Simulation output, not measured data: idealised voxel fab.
This section sets out a process module, namely voxel transistor to metal.
The width of the displayed cross-section, cut, is 165 nm; its cells are square, with a size of 5 nm.
Just so we're on the same page, the cross-sections are grids of square cells, and they're listed out in bands top to bottom, each band one or more rows deep.
Band entry format. Leading values: height of top, height of bottom, nm. Remainder: materials in left-to-right order, each with its width in nm. Special words: "full width" on a single material, which then fills the band edge to edge; "air", empty space.
Heights from 0 (as-received wafer is one material below). Bottom band endless downward, as "0 down".
Width spec "30 to 40" -> top row of cells at first value, bottom row at second value, equal per-row change in between.
The cross-section has no changed cell in any step marked "no modification".
Enclosed voids (no open way to top), threshold 8 cells or more, entry "Enclosed void list", notation width x height at distance, distance from left edge, nm.
Note: text after step settings on the step line = simulator remark on that step.
overlay nm: how far to the right of its planned place the mask lay on this masked step (negative: to the left).
Note: before/after cross-section pairs follow, one process step per pair, after-side truncated at the lowest changed band, step and settings given beneath. Different runs of this module on the same starting wafer may supply the pairs; a pair continues the one above only where the "Before the process" entry says so.

### Before the process
> 70 to 55 = 35 nm resist  15 nm air  65 nm resist  15 nm air  35 nm resist
> 55 to 35 = 35 nm lowk  15 nm air  65 nm lowk  15 nm air  35 nm lowk
> 35 to 30 = SiCN full width
> 30 to 15 = 35 nm SiO2  5 nm TiN  5 nm W  5 nm TiN  65 nm SiO2  5 nm TiN  5 nm W  5 nm TiN  35 nm SiO2
> 15 to 10 = 35 nm SiO2  5 nm TiN  5 nm W  5 nm TiN  10 nm SiO2  5 nm SiN  5 nm HfO2  5 nm TiN  15 nm W  5 nm TiN  5 nm HfO2  5 nm SiN  10 nm SiO2  5 nm TiN  5 nm W  5 nm TiN  35 nm SiO2
> 10 to 5 = 35 nm SiO2  15 nm TiN  10 nm SiO2  5 nm SiN  5 nm HfO2  5 nm TiN  15 nm W  5 nm TiN  5 nm HfO2  5 nm SiN  10 nm SiO2  15 nm TiN  35 nm SiO2
> 5 to 0 = 25 nm SiO2  5 nm SiN  5 nm SiO2  10 nm TiN  15 nm pSi  5 nm SiN  5 nm HfO2  5 nm TiN  15 nm W  5 nm TiN  5 nm HfO2  5 nm SiN  15 nm pSi  10 nm TiN  10 nm SiO2  5 nm SiN  20 nm SiO2
> 0 to -5 = 25 nm SiO2  5 nm SiN  5 nm SiO2  10 nm TiN  15 nm pSi  5 nm SiN  5 nm HfO2  25 nm TiN  5 nm HfO2  5 nm SiN  15 nm pSi  10 nm TiN  10 nm SiO2  5 nm SiN  20 nm SiO2
> -5 to -10 = 35 nm SiO2  10 nm TiN  15 nm pSi  45 nm HfO2  15 nm pSi  10 nm TiN  35 nm SiO2
> -10 to -25 = 35 nm SiO2  25 nm pSi  45 nm Si  30 nm pSi  30 nm SiO2
> -25 to -35 = 35 nm SiO2  100 nm Si  30 nm SiO2
> -35 down = Si full width
> Enclosed void list: none

### Step Outcome
> 70 to 55 = 35 nm resist  15 nm air  65 nm resist  15 nm air  35 nm resist
> 55 to 35 = 35 nm lowk  15 nm air  65 nm lowk  15 nm air  35 nm lowk
> 35 to 30 = 35 nm SiCN  15 nm air  65 nm SiCN  15 nm air  35 nm SiCN
> Heights below 30 show no change.
> Enclosed void list: none
For reference, the processing step occurring between the two cross-sections presented above is as follows: DIRECTIONAL_ETCH | etch materials SiCN | depth nm 5

Before the process: Reference is made to the cross-section shown after the step in the pair directly above, which represents the state prior to this step.

### Step Outcome
> 55 to 35 = 35 nm lowk  15 nm air  65 nm lowk  15 nm air  35 nm lowk
> Heights below 35 show no change.
> Enclosed void list: none
For reference, the processing step occurring between the two cross-sections presented above is as follows: STRIP | etch materials resist

Before the process: Reference is made to the cross-section shown after the step in the pair directly above, which represents the state prior to this step.

### Step Outcome
> 60 to 55 = 40 nm TiN  5 nm air  75 nm TiN  5 nm air  40 nm TiN
> 55 to 35 = 35 nm lowk  5 nm TiN  5 nm air  5 nm TiN  65 nm lowk  5 nm TiN  5 nm air  5 nm TiN  35 nm lowk
> 35 to 30 = 35 nm SiCN  15 nm TiN  65 nm SiCN  15 nm TiN  35 nm SiCN
> Heights below 30 show no change.
> Enclosed void list: none
For reference, the processing step occurring between the two cross-sections presented above is as follows: CONFORMAL_DEP | material TiN | thk nm 5

Before the process: Reference is made to the cross-section shown after the step in the pair directly above, which represents the state prior to this step.

### Step Outcome
> 65 to 60 = Cu full width
> 60 to 55 = 40 nm TiN  5 nm Cu  75 nm TiN  5 nm Cu  40 nm TiN
> 55 to 35 = 35 nm lowk  5 nm TiN  5 nm Cu  5 nm TiN  65 nm lowk  5 nm TiN  5 nm Cu  5 nm TiN  35 nm lowk
> Heights below 35 show no change.
> Enclosed void list: none
For reference, the processing step occurring between the two cross-sections presented above is as follows: FILL_DEP | material Cu | thk nm 5

Before the process: Reference is made to the cross-section shown after the step in the pair directly above, which represents the state prior to this step.

### Step Outcome
> 55 to 35 = 35 nm lowk  5 nm TiN  5 nm Cu  5 nm TiN  65 nm lowk  5 nm TiN  5 nm Cu  5 nm TiN  35 nm lowk
> Heights below 35 show no change.
> Enclosed void list: none
For reference, the processing step occurring between the two cross-sections presented above is as follows: CMP | height nm 55

Before the process: Reference is made to the cross-section shown after the step in the pair directly above, which represents the state prior to this step.

### Step Outcome
> 60 to 55 = SiCN full width
> Heights below 55 show no change.
> Enclosed void list: none
For reference, the processing step occurring between the two cross-sections presented above is as follows: CONFORMAL_DEP | material SiCN | thk nm 5

Before the process: Reference is made to the cross-section shown after the step in the pair directly above, which represents the state prior to this step.

### Step Outcome
> 95 to 60 = SiO2 full width
> Heights below 60 show no change.
> Enclosed void list: none
For reference, the processing step occurring between the two cross-sections presented above is as follows: DIRECTIONAL_DEP | material SiO2 | thk nm 35

Before the process: Reference is made to the cross-section shown after the step in the pair directly above, which represents the state prior to this step.

### Step Outcome
> 115 to 95 = 35 nm resist  15 nm air  65 nm resist  15 nm air  35 nm resist
> Heights below 95 show no change.
> Enclosed void list: none
For reference, the processing step occurring between the two cross-sections presented above is as follows: PATTERN | tone open | mask id METAL_2 | material resist | width nm 15 | pitch nm 80 | thk nm 20 | overlay nm 0

Before the process: Reference is made to the cross-section shown after the step in the pair directly above, which represents the state prior to this step.

### Step Outcome
> 115 to 95 = 35 nm resist  15 nm air  65 nm resist  15 nm air  35 nm resist
> 95 to 75 = 35 nm SiO2  15 nm air  65 nm SiO2  15 nm air  35 nm SiO2
> Heights below 75 show no change.
> Enclosed void list: none
For reference, the processing step occurring between the two cross-sections presented above is as follows: DIRECTIONAL_ETCH | etch materials SiO2 | depth nm 20

Before the process: Reference is made to the cross-section shown after the step in the pair directly above, which represents the state prior to this step.

### Step Outcome
> 95 to 75 = 35 nm SiO2  15 nm air  65 nm SiO2  15 nm air  35 nm SiO2
> Heights below 75 show no change.
> Enclosed void list: none
For reference, the processing step occurring between the two cross-sections presented above is as follows: STRIP | etch materials resist

Before the process: Reference is made to the cross-section shown after the step in the pair directly above, which represents the state prior to this step.

### Step Outcome
> 95 to 60 = 35 nm SiO2  15 nm air  65 nm SiO2  15 nm air  35 nm SiO2
> Heights below 60 show no change.
> Enclosed void list: none
For reference, the processing step occurring between the two cross-sections presented above is as follows: MASKED_ETCH | tone open | mask id METAL_2_HOLES | width nm 15 | pitch nm 80 | etch materials SiO2 | depth nm 15 | overlay nm 0

Before the process: Reference is made to the cross-section shown after the step in the pair directly above, which represents the state prior to this step.

### Step Outcome
> 95 to 60 = 35 nm SiO2  15 nm air  65 nm SiO2  15 nm air  35 nm SiO2
> 60 to 55 = 35 nm SiCN  15 nm air  65 nm SiCN  15 nm air  35 nm SiCN
> Heights below 55 show no change.
> Enclosed void list: none
For reference, the processing step occurring between the two cross-sections presented above is as follows: MASKED_ETCH | tone open | mask id METAL_2_HOLES | width nm 15 | pitch nm 80 | etch materials SiCN | depth nm 5 | overlay nm 0

Before the process: Reference is made to the cross-section shown after the step in the pair directly above, which represents the state prior to this step.

### Step Outcome
> 100 to 95 = 40 nm TiN  5 nm air  75 nm TiN  5 nm air  40 nm TiN
> 95 to 60 = 35 nm SiO2  5 nm TiN  5 nm air  5 nm TiN  65 nm SiO2  5 nm TiN  5 nm air  5 nm TiN  35 nm SiO2
> 60 to 55 = 35 nm SiCN  15 nm TiN  65 nm SiCN  15 nm TiN  35 nm SiCN
> Heights below 55 show no change.
> Enclosed void list: none
For reference, the processing step occurring between the two cross-sections presented above is as follows: CONFORMAL_DEP | material TiN | thk nm 5

Before the process: Reference is made to the cross-section shown after the step in the pair directly above, which represents the state prior to this step.

### Step Outcome
> 110 to 100 = Ru full width
> 100 to 95 = 40 nm TiN  5 nm Ru  75 nm TiN  5 nm Ru  40 nm TiN
> 95 to 60 = 35 nm SiO2  5 nm TiN  5 nm Ru  5 nm TiN  65 nm SiO2  5 nm TiN  5 nm Ru  5 nm TiN  35 nm SiO2
> Heights below 60 show no change.
> Enclosed void list: none
For reference, the processing step occurring between the two cross-sections presented above is as follows: FILL_DEP | material Ru | thk nm 10

Before the process: Reference is made to the cross-section shown after the step in the pair directly above, which represents the state prior to this step.

### Step Outcome
> 95 to 60 = 35 nm SiO2  5 nm TiN  5 nm Ru  5 nm TiN  65 nm SiO2  5 nm TiN  5 nm Ru  5 nm TiN  35 nm SiO2
> Heights below 60 show no change.
> Enclosed void list: none
For reference, the processing step occurring between the two cross-sections presented above is as follows: CMP | height nm 95

Before the process: Reference is made to the cross-section shown after the step in the pair directly above, which represents the state prior to this step.

### Step Outcome
> 100 to 95 = SiCN full width
> Heights below 95 show no change.
> Enclosed void list: none
For reference, the processing step occurring between the two cross-sections presented above is as follows: CONFORMAL_DEP | material SiCN | thk nm 5

### Before the process
> 95 to 60 = 35 nm SiO2  15 nm air  65 nm SiO2  15 nm air  35 nm SiO2
> 60 to 55 = SiCN full width
> 55 to 35 = 35 nm lowk  5 nm TiN  5 nm Cu  5 nm TiN  65 nm lowk  5 nm TiN  5 nm Cu  5 nm TiN  35 nm lowk
> 35 to 30 = 35 nm SiCN  15 nm TiN  65 nm SiCN  15 nm TiN  35 nm SiCN
> 30 to 15 = 35 nm SiO2  5 nm TiN  5 nm W  5 nm TiN  65 nm SiO2  5 nm TiN  5 nm W  5 nm TiN  35 nm SiO2
> 15 to 10 = 35 nm SiO2  5 nm TiN  5 nm W  5 nm TiN  10 nm SiO2  5 nm SiN  5 nm HfO2  5 nm TiN  15 nm W  5 nm TiN  5 nm HfO2  5 nm SiN  10 nm SiO2  5 nm TiN  5 nm W  5 nm TiN  35 nm SiO2
> 10 to 5 = 35 nm SiO2  15 nm TiN  10 nm SiO2  5 nm SiN  5 nm HfO2  5 nm TiN  15 nm W  5 nm TiN  5 nm HfO2  5 nm SiN  10 nm SiO2  15 nm TiN  35 nm SiO2
> 5 to 0 = 20 nm SiO2  5 nm SiN  10 nm SiO2  10 nm TiN  15 nm pSi  5 nm SiN  5 nm HfO2  5 nm TiN  15 nm W  5 nm TiN  5 nm HfO2  5 nm SiN  15 nm pSi  10 nm TiN  10 nm SiO2  5 nm SiN  20 nm SiO2
> 0 to -5 = 20 nm SiO2  5 nm SiN  10 nm SiO2  10 nm TiN  15 nm pSi  5 nm SiN  5 nm HfO2  25 nm TiN  5 nm HfO2  5 nm SiN  15 nm pSi  10 nm TiN  10 nm SiO2  5 nm SiN  20 nm SiO2
> -5 to -10 = 35 nm SiO2  10 nm TiN  15 nm pSi  45 nm HfO2  15 nm pSi  10 nm TiN  35 nm SiO2
> -10 to -25 = 30 nm SiO2  30 nm pSi  45 nm Si  30 nm pSi  30 nm SiO2
> -25 to -35 = 30 nm SiO2  105 nm Si  30 nm SiO2
> -35 down = Si full width
> Enclosed void list: none

### Step Outcome
> 95 to 60 = 35 nm SiO2  15 nm air  65 nm SiO2  15 nm air  35 nm SiO2
> 60 to 55 = 45 nm SiCN  5 nm air  75 nm SiCN  5 nm air  35 nm SiCN
> Heights below 55 show no change.
> Enclosed void list: none
For reference, the processing step occurring between the two cross-sections presented above is as follows: MASKED_ETCH | tone open | mask id METAL_2_HOLES | width nm 15 | pitch nm 80 | etch materials SiCN | depth nm 5 | overlay nm 10

Before the process: Reference is made to the cross-section shown after the step in the pair directly above, which represents the state prior to this step.

### Step Outcome
> 100 to 95 = 40 nm TiN  5 nm air  75 nm TiN  5 nm air  40 nm TiN
> 95 to 65 = 35 nm SiO2  5 nm TiN  5 nm air  5 nm TiN  65 nm SiO2  5 nm TiN  5 nm air  5 nm TiN  35 nm SiO2
> 65 to 60 = 35 nm SiO2  15 nm TiN  65 nm SiO2  15 nm TiN  35 nm SiO2
> 60 to 55 = 45 nm SiCN  5 nm TiN  75 nm SiCN  5 nm TiN  35 nm SiCN
> Heights below 55 show no change.
> Enclosed void list: none
For reference, the processing step occurring between the two cross-sections presented above is as follows: CONFORMAL_DEP | material TiN | thk nm 5

Before the process: Reference is made to the cross-section shown after the step in the pair directly above, which represents the state prior to this step.

### Step Outcome
> 110 to 100 = Ru full width
> 100 to 95 = 40 nm TiN  5 nm Ru  75 nm TiN  5 nm Ru  40 nm TiN
> 95 to 65 = 35 nm SiO2  5 nm TiN  5 nm Ru  5 nm TiN  65 nm SiO2  5 nm TiN  5 nm Ru  5 nm TiN  35 nm SiO2
> Heights below 65 show no change.
> Enclosed void list: none
For reference, the processing step occurring between the two cross-sections presented above is as follows: FILL_DEP | material Ru | thk nm 10

Before the process: Reference is made to the cross-section shown after the step in the pair directly above, which represents the state prior to this step.

### Step Outcome
> 95 to 65 = 35 nm SiO2  5 nm TiN  5 nm Ru  5 nm TiN  65 nm SiO2  5 nm TiN  5 nm Ru  5 nm TiN  35 nm SiO2
> Heights below 65 show no change.
> Enclosed void list: none
For reference, the processing step occurring between the two cross-sections presented above is as follows: CMP | height nm 95

Before the process: Reference is made to the cross-section shown after the step in the pair directly above, which represents the state prior to this step.

### Step Outcome
> 100 to 95 = SiCN full width
> Heights below 95 show no change.
> Enclosed void list: none
For reference, the processing step occurring between the two cross-sections presented above is as follows: CONFORMAL_DEP | material SiCN | thk nm 5

### Before the process
> 25 to 20 = 55 nm air  15 nm HfO2  25 nm air  15 nm HfO2  55 nm air
> 20 to 15 = 60 nm HfO2  5 nm SiN  5 nm HfO2  25 nm air  5 nm HfO2  5 nm SiN  60 nm HfO2
> 15 to 5 = 60 nm SiO2  5 nm SiN  5 nm HfO2  25 nm air  5 nm HfO2  5 nm SiN  60 nm SiO2
> 5 to -5 = 20 nm SiO2  5 nm SiN  20 nm SiO2  15 nm pSi  5 nm SiN  5 nm HfO2  25 nm air  5 nm HfO2  5 nm SiN  15 nm pSi  20 nm SiO2  5 nm SiN  20 nm SiO2
> -5 to -10 = 45 nm SiO2  15 nm pSi  45 nm HfO2  15 nm pSi  45 nm SiO2
> -10 to -25 = 30 nm SiO2  30 nm pSi  45 nm Si  30 nm pSi  30 nm SiO2
> -25 to -35 = 30 nm SiO2  105 nm Si  30 nm SiO2
> -35 down = Si full width
> Enclosed void list: none

### Step Outcome
> 30 to 25 = 50 nm air  25 nm SiCN  15 nm air  25 nm SiCN  50 nm air
> 25 to 20 = 55 nm SiCN  15 nm HfO2  5 nm SiCN  15 nm air  5 nm SiCN  15 nm HfO2  55 nm SiCN
> 20 to 15 = 60 nm HfO2  5 nm SiN  5 nm HfO2  5 nm SiCN  15 nm air  5 nm SiCN  5 nm HfO2  5 nm SiN  60 nm HfO2
> 15 to 5 = 60 nm SiO2  5 nm SiN  5 nm HfO2  5 nm SiCN  15 nm air  5 nm SiCN  5 nm HfO2  5 nm SiN  60 nm SiO2
> 5 to 0 = 20 nm SiO2  5 nm SiN  20 nm SiO2  15 nm pSi  5 nm SiN  5 nm HfO2  5 nm SiCN  15 nm air  5 nm SiCN  5 nm HfO2  5 nm SiN  15 nm pSi  20 nm SiO2  5 nm SiN  20 nm SiO2
> 0 to -5 = 20 nm SiO2  5 nm SiN  20 nm SiO2  15 nm pSi  5 nm SiN  5 nm HfO2  25 nm SiCN  5 nm HfO2  5 nm SiN  15 nm pSi  20 nm SiO2  5 nm SiN  20 nm SiO2
> Heights below -5 show no change.
> Enclosed void list: none
For reference, the processing step occurring between the two cross-sections presented above is as follows: CONFORMAL_DEP | material SiCN | thk nm 5

Before the process: Reference is made to the cross-section shown after the step in the pair directly above, which represents the state prior to this step.

### Step Outcome
> 35 to 30 = W full width
> 30 to 25 = 50 nm W  25 nm SiCN  15 nm W  25 nm SiCN  50 nm W
> 25 to 20 = 55 nm SiCN  15 nm HfO2  5 nm SiCN  15 nm W  5 nm SiCN  15 nm HfO2  55 nm SiCN
> 20 to 15 = 60 nm HfO2  5 nm SiN  5 nm HfO2  5 nm SiCN  15 nm W  5 nm SiCN  5 nm HfO2  5 nm SiN  60 nm HfO2
> 15 to 5 = 60 nm SiO2  5 nm SiN  5 nm HfO2  5 nm SiCN  15 nm W  5 nm SiCN  5 nm HfO2  5 nm SiN  60 nm SiO2
> 5 to 0 = 20 nm SiO2  5 nm SiN  20 nm SiO2  15 nm pSi  5 nm SiN  5 nm HfO2  5 nm SiCN  15 nm W  5 nm SiCN  5 nm HfO2  5 nm SiN  15 nm pSi  20 nm SiO2  5 nm SiN  20 nm SiO2
> Heights below 0 show no change.
> Enclosed void list: none
For reference, the processing step occurring between the two cross-sections presented above is as follows: FILL_DEP | material W | thk nm 5

Before the process: Reference is made to the cross-section shown after the step in the pair directly above, which represents the state prior to this step.

### Step Outcome
> 15 to 5 = 60 nm SiO2  5 nm SiN  5 nm HfO2  5 nm SiCN  15 nm W  5 nm SiCN  5 nm HfO2  5 nm SiN  60 nm SiO2
> Heights below 5 show no change.
> Enclosed void list: none
For reference, the processing step occurring between the two cross-sections presented above is as follows: CMP | height nm 15

Before the process: Reference is made to the cross-section shown after the step in the pair directly above, which represents the state prior to this step.

### Step Outcome
> 30 to 15 = SiO2 full width
> Heights below 15 show no change.
> Enclosed void list: none
For reference, the processing step occurring between the two cross-sections presented above is as follows: DIRECTIONAL_DEP | material SiO2 | thk nm 15

Before the process: Reference is made to the cross-section shown after the step in the pair directly above, which represents the state prior to this step.

### Step Outcome
> 45 to 30 = aC full width
> Heights below 30 show no change.
> Enclosed void list: none
For reference, the processing step occurring between the two cross-sections presented above is as follows: DIRECTIONAL_DEP | material aC | thk nm 15

Before the process: Reference is made to the cross-section shown after the step in the pair directly above, which represents the state prior to this step.

### Step Outcome
> 80 to 45 = 35 nm resist  15 nm air  65 nm resist  15 nm air  35 nm resist
> Heights below 45 show no change.
> Enclosed void list: none
For reference, the processing step occurring between the two cross-sections presented above is as follows: PATTERN | tone open | mask id CONTACT | material resist | width nm 15 | pitch nm 80 | thk nm 35 | overlay nm 0

Before the process: Reference is made to the cross-section shown after the step in the pair directly above, which represents the state prior to this step.

### Step Outcome
> 65 to 45 = 35 nm resist  15 nm air  65 nm resist  15 nm air  35 nm resist
> 45 to 30 = 35 nm aC  15 nm air  65 nm aC  15 nm air  35 nm aC
> Heights below 30 show no change.
> Enclosed void list: none
For reference, the processing step occurring between the two cross-sections presented above is as follows: DIRECTIONAL_ETCH | etch materials aC | depth nm 15

Before the process: Reference is made to the cross-section shown after the step in the pair directly above, which represents the state prior to this step.

### Step Outcome
> 45 to 30 = 35 nm aC  15 nm air  65 nm aC  15 nm air  35 nm aC
> Heights below 30 show no change.
> Enclosed void list: none
For reference, the processing step occurring between the two cross-sections presented above is as follows: STRIP | etch materials resist

Before the process: Reference is made to the cross-section shown after the step in the pair directly above, which represents the state prior to this step.

### Step Outcome
> 45 to 30 = 35 nm aC  15 nm air  65 nm aC  15 nm air  35 nm aC
> 30 to 15 = 35 nm SiO2  15 nm air  65 nm SiO2  15 nm air  35 nm SiO2
> 15 to 5 = 35 nm SiO2  15 nm air  10 nm SiO2  5 nm SiN  5 nm HfO2  5 nm SiCN  15 nm W  5 nm SiCN  5 nm HfO2  5 nm SiN  10 nm SiO2  15 nm air  35 nm SiO2
> 5 to 0 = 20 nm SiO2  5 nm SiN  10 nm SiO2  10 nm air  15 nm pSi  5 nm SiN  5 nm HfO2  5 nm SiCN  15 nm W  5 nm SiCN  5 nm HfO2  5 nm SiN  15 nm pSi  10 nm air  10 nm SiO2  5 nm SiN  20 nm SiO2
> 0 to -5 = 20 nm SiO2  5 nm SiN  10 nm SiO2  10 nm air  15 nm pSi  5 nm SiN  5 nm HfO2  25 nm SiCN  5 nm HfO2  5 nm SiN  15 nm pSi  10 nm air  10 nm SiO2  5 nm SiN  20 nm SiO2
> -5 to -10 = 35 nm SiO2  10 nm air  15 nm pSi  45 nm HfO2  15 nm pSi  10 nm air  35 nm SiO2
> Heights below -10 show no change.
> Enclosed void list: none
For reference, the processing step occurring between the two cross-sections presented above is as follows: DIRECTIONAL_ETCH | etch materials SiO2 | depth nm 40

Before the process: Reference is made to the cross-section shown after the step in the pair directly above, which represents the state prior to this step.

### Step Outcome
> 30 to 15 = 35 nm SiO2  15 nm air  65 nm SiO2  15 nm air  35 nm SiO2
> Heights below 15 show no change.
> Enclosed void list: none
For reference, the processing step occurring between the two cross-sections presented above is as follows: STRIP | etch materials aC

Before the process: Reference is made to the cross-section shown after the step in the pair directly above, which represents the state prior to this step.

### Step Outcome
> 35 to 30 = 40 nm TiN  5 nm air  75 nm TiN  5 nm air  40 nm TiN
> 30 to 15 = 35 nm SiO2  5 nm TiN  5 nm air  5 nm TiN  65 nm SiO2  5 nm TiN  5 nm air  5 nm TiN  35 nm SiO2
> 15 to 10 = 35 nm SiO2  5 nm TiN  5 nm air  5 nm TiN  10 nm SiO2  5 nm SiN  5 nm HfO2  5 nm SiCN  15 nm W  5 nm SiCN  5 nm HfO2  5 nm SiN  10 nm SiO2  5 nm TiN  5 nm air  5 nm TiN  35 nm SiO2
> 10 to 5 = 35 nm SiO2  15 nm TiN  10 nm SiO2  5 nm SiN  5 nm HfO2  5 nm SiCN  15 nm W  5 nm SiCN  5 nm HfO2  5 nm SiN  10 nm SiO2  15 nm TiN  35 nm SiO2
> 5 to 0 = 20 nm SiO2  5 nm SiN  10 nm SiO2  10 nm TiN  15 nm pSi  5 nm SiN  5 nm HfO2  5 nm SiCN  15 nm W  5 nm SiCN  5 nm HfO2  5 nm SiN  15 nm pSi  10 nm TiN  10 nm SiO2  5 nm SiN  20 nm SiO2
> 0 to -5 = 20 nm SiO2  5 nm SiN  10 nm SiO2  10 nm TiN  15 nm pSi  5 nm SiN  5 nm HfO2  25 nm SiCN  5 nm HfO2  5 nm SiN  15 nm pSi  10 nm TiN  10 nm SiO2  5 nm SiN  20 nm SiO2
> -5 to -10 = 35 nm SiO2  10 nm TiN  15 nm pSi  45 nm HfO2  15 nm pSi  10 nm TiN  35 nm SiO2
> Heights below -10 show no change.
> Enclosed void list: none
For reference, the processing step occurring between the two cross-sections presented above is as follows: CONFORMAL_DEP | material TiN | thk nm 5

Before the process: Reference is made to the cross-section shown after the step in the pair directly above, which represents the state prior to this step.

### Step Outcome
> 45 to 35 = W full width
> 35 to 30 = 40 nm TiN  5 nm W  75 nm TiN  5 nm W  40 nm TiN
> 30 to 15 = 35 nm SiO2  5 nm TiN  5 nm W  5 nm TiN  65 nm SiO2  5 nm TiN  5 nm W  5 nm TiN  35 nm SiO2
> 15 to 10 = 35 nm SiO2  5 nm TiN  5 nm W  5 nm TiN  10 nm SiO2  5 nm SiN  5 nm HfO2  5 nm SiCN  15 nm W  5 nm SiCN  5 nm HfO2  5 nm SiN  10 nm SiO2  5 nm TiN  5 nm W  5 nm TiN  35 nm SiO2
> Heights below 10 show no change.
> Enclosed void list: none
For reference, the processing step occurring between the two cross-sections presented above is as follows: FILL_DEP | material W | thk nm 10

Before the process: Reference is made to the cross-section shown after the step in the pair directly above, which represents the state prior to this step.

### Step Outcome
> 30 to 15 = 35 nm SiO2  5 nm TiN  5 nm W  5 nm TiN  65 nm SiO2  5 nm TiN  5 nm W  5 nm TiN  35 nm SiO2
> Heights below 15 show no change.
> Enclosed void list: none
For reference, the processing step occurring between the two cross-sections presented above is as follows: CMP | height nm 30

Before the process: Reference is made to the cross-section shown after the step in the pair directly above, which represents the state prior to this step.

### Step Outcome
> 35 to 30 = SiCN full width
> Heights below 30 show no change.
> Enclosed void list: none
For reference, the processing step occurring between the two cross-sections presented above is as follows: CONFORMAL_DEP | material SiCN | thk nm 5

Before the process: Reference is made to the cross-section shown after the step in the pair directly above, which represents the state prior to this step.

### Step Outcome
> 55 to 35 = lowk full width
> Heights below 35 show no change.
> Enclosed void list: none
For reference, the processing step occurring between the two cross-sections presented above is as follows: DIRECTIONAL_DEP | material lowk | thk nm 20

Before the process: Reference is made to the cross-section shown after the step in the pair directly above, which represents the state prior to this step.

### Step Outcome
> 70 to 55 = 35 nm resist  15 nm air  65 nm resist  15 nm air  35 nm resist
> Heights below 55 show no change.
> Enclosed void list: none
For reference, the processing step occurring between the two cross-sections presented above is as follows: PATTERN | tone open | mask id METAL_1 | material resist | width nm 15 | pitch nm 80 | thk nm 15 | overlay nm 0

Before the process: Reference is made to the cross-section shown after the step in the pair directly above, which represents the state prior to this step.

### Step Outcome
> 70 to 55 = 35 nm resist  15 nm air  65 nm resist  15 nm air  35 nm resist
> 55 to 35 = 35 nm lowk  15 nm air  65 nm lowk  15 nm air  35 nm lowk
> Heights below 35 show no change.
> Enclosed void list: none
For reference, the processing step occurring between the two cross-sections presented above is as follows: DIRECTIONAL_ETCH | etch materials lowk | depth nm 20

Before the process: Reference is made to the cross-section shown after the step in the pair directly above, which represents the state prior to this step.

### Step Outcome
> 70 to 55 = 35 nm resist  15 nm air  65 nm resist  15 nm air  35 nm resist
> 55 to 35 = 35 nm lowk  15 nm air  65 nm lowk  15 nm air  35 nm lowk
> 35 to 30 = 35 nm SiCN  15 nm air  65 nm SiCN  15 nm air  35 nm SiCN
> Heights below 30 show no change.
> Enclosed void list: none
For reference, the processing step occurring between the two cross-sections presented above is as follows: DIRECTIONAL_ETCH | etch materials SiCN | depth nm 5

Before the process: Reference is made to the cross-section shown after the step in the pair directly above, which represents the state prior to this step.

### Step Outcome
> 55 to 35 = 35 nm lowk  15 nm air  65 nm lowk  15 nm air  35 nm lowk
> Heights below 35 show no change.
> Enclosed void list: none
For reference, the processing step occurring between the two cross-sections presented above is as follows: STRIP | etch materials resist

Before the process: Reference is made to the cross-section shown after the step in the pair directly above, which represents the state prior to this step.

### Step Outcome
> 60 to 55 = 40 nm TiN  5 nm air  75 nm TiN  5 nm air  40 nm TiN
> 55 to 35 = 35 nm lowk  5 nm TiN  5 nm air  5 nm TiN  65 nm lowk  5 nm TiN  5 nm air  5 nm TiN  35 nm lowk
> 35 to 30 = 35 nm SiCN  15 nm TiN  65 nm SiCN  15 nm TiN  35 nm SiCN
> Heights below 30 show no change.
> Enclosed void list: none
For reference, the processing step occurring between the two cross-sections presented above is as follows: CONFORMAL_DEP | material TiN | thk nm 5

Before the process: Reference is made to the cross-section shown after the step in the pair directly above, which represents the state prior to this step.

### Step Outcome
> 65 to 60 = Cu full width
> 60 to 55 = 40 nm TiN  5 nm Cu  75 nm TiN  5 nm Cu  40 nm TiN
> 55 to 35 = 35 nm lowk  5 nm TiN  5 nm Cu  5 nm TiN  65 nm lowk  5 nm TiN  5 nm Cu  5 nm TiN  35 nm lowk
> Heights below 35 show no change.
> Enclosed void list: none
For reference, the processing step occurring between the two cross-sections presented above is as follows: FILL_DEP | material Cu | thk nm 5

Before the process: Reference is made to the cross-section shown after the step in the pair directly above, which represents the state prior to this step.

### Step Outcome
> 55 to 35 = 35 nm lowk  5 nm TiN  5 nm Cu  5 nm TiN  65 nm lowk  5 nm TiN  5 nm Cu  5 nm TiN  35 nm lowk
> Heights below 35 show no change.
> Enclosed void list: none
For reference, the processing step occurring between the two cross-sections presented above is as follows: CMP | height nm 55

Before the process: Reference is made to the cross-section shown after the step in the pair directly above, which represents the state prior to this step.

### Step Outcome
> 60 to 55 = SiCN full width
> Heights below 55 show no change.
> Enclosed void list: none
For reference, the processing step occurring between the two cross-sections presented above is as follows: CONFORMAL_DEP | material SiCN | thk nm 5

Before the process: Reference is made to the cross-section shown after the step in the pair directly above, which represents the state prior to this step.

### Step Outcome
> 95 to 60 = SiO2 full width
> Heights below 60 show no change.
> Enclosed void list: none
For reference, the processing step occurring between the two cross-sections presented above is as follows: DIRECTIONAL_DEP | material SiO2 | thk nm 35

Before the process: Reference is made to the cross-section shown after the step in the pair directly above, which represents the state prior to this step.

### Step Outcome
> 115 to 95 = 35 nm resist  15 nm air  65 nm resist  15 nm air  35 nm resist
> Heights below 95 show no change.
> Enclosed void list: none
For reference, the processing step occurring between the two cross-sections presented above is as follows: PATTERN | tone open | mask id METAL_2 | material resist | width nm 15 | pitch nm 80 | thk nm 20 | overlay nm 0

Before the process: Reference is made to the cross-section shown after the step in the pair directly above, which represents the state prior to this step.

### Step Outcome
> 115 to 95 = 35 nm resist  15 nm air  65 nm resist  15 nm air  35 nm resist
> 95 to 75 = 35 nm SiO2  15 nm air  65 nm SiO2  15 nm air  35 nm SiO2
> Heights below 75 show no change.
> Enclosed void list: none
For reference, the processing step occurring between the two cross-sections presented above is as follows: DIRECTIONAL_ETCH | etch materials SiO2 | depth nm 20

Before the process: Reference is made to the cross-section shown after the step in the pair directly above, which represents the state prior to this step.

### Step Outcome
> 95 to 75 = 35 nm SiO2  15 nm air  65 nm SiO2  15 nm air  35 nm SiO2
> Heights below 75 show no change.
> Enclosed void list: none
For reference, the processing step occurring between the two cross-sections presented above is as follows: STRIP | etch materials resist

Before the process: Reference is made to the cross-section shown after the step in the pair directly above, which represents the state prior to this step.

### Step Outcome
> 95 to 60 = 35 nm SiO2  15 nm air  65 nm SiO2  15 nm air  35 nm SiO2
> Heights below 60 show no change.
> Enclosed void list: none
For reference, the processing step occurring between the two cross-sections presented above is as follows: MASKED_ETCH | tone open | mask id METAL_2_HOLES | width nm 15 | pitch nm 80 | etch materials SiO2 | depth nm 15 | overlay nm 0
